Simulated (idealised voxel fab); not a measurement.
process module | voxel quadruple lines
cross-section cut | 280 nm wide | cells 5 nm
A cross-section is a grid of square cells, given in bands from the top down. A band is one or more rows of cells.
Each band's line starts with the height of the band's top and of its bottom, in nm. Then come its materials from left to right, each with its width in nm. One material with "throughout" fills the band from edge to edge. "air" is empty space.
Height 0 is the level under which the wafer as received is all one material. The lowest band goes on downwards, as in "0 down".
A width such as "30 to 40" changes by the same amount from each row of cells to the next, from the band's top row to its bottom row.
"no change" after a step means that no cell of the cross-section changed.
closed voids: empty space of 8 cells or more with no open way to the top, each as width x height at its distance from the left edge, in nm
after a step's settings: what the simulator itself notes on the step
overlay nm, on a step with a mask: how far to the right of its planned place the mask lay; to the left if negative
plan
1 op RECEIVE | material Si
2 op CONFORMAL_DEP | material Al2O3 | thk nm 5
3 op DIRECTIONAL_DEP | material Ru | thk nm 10
4 op DIRECTIONAL_DEP | material polySi | thk nm 20
5 op DIRECTIONAL_DEP | material aC | thk nm 20
6 op PATTERN | tone cover | mask id MANDREL | material resist | width nm 20 | thk nm 25 | overlay nm 0
7 op DIRECTIONAL_ETCH | etch materials aC | depth nm 20
8 op STRIP | etch materials resist
9 op CONFORMAL_DEP | material SiO2 | thk nm 10
10 op DIRECTIONAL_ETCH | etch materials SiO2 | depth nm 10
11 op STRIP | etch materials aC
12 op DIRECTIONAL_ETCH | etch materials polySi | depth nm 20
13 op STRIP | etch materials SiO2
14 op CONFORMAL_DEP | material SiCN | thk nm 5
15 op DIRECTIONAL_ETCH | etch materials SiCN | depth nm 5
16 op STRIP | etch materials polySi
17 op DIRECTIONAL_ETCH | etch materials Ru | depth nm 10
18 op STRIP | etch materials SiCN
19 op FILL_DEP | material lowk | thk nm 10
20 op CMP | height nm 15
as received, after step 1
  0 down: Si throughout
  closed voids: none
first wafer at the end, as planned
  15 to 5: lowk 115 | Ru 5 | lowk 10 | Ru 5 | lowk 10 | Ru 5 | lowk 10 | Ru 5 | lowk 115
  5 to 0: Al2O3 throughout
  0 down: Si throughout
  closed voids: none
second wafer at the end: like start, like plan, one mistake
  15 to 5: lowk 120 | Ru 5 | lowk 10 | Ru 5 | lowk 5 | Ru 5 | lowk 10 | Ru 5 | lowk 115
  5 to 0: Al2O3 throughout
  0 down: Si throughout
  closed voids: none
what went wrong: step 6 ran as: op PATTERN | tone cover | mask id MANDREL | material resist | width nm 15 | thk nm 25 | overlay nm 0
at the end the second wafer has, in cells: as many of each material as the first, in other places
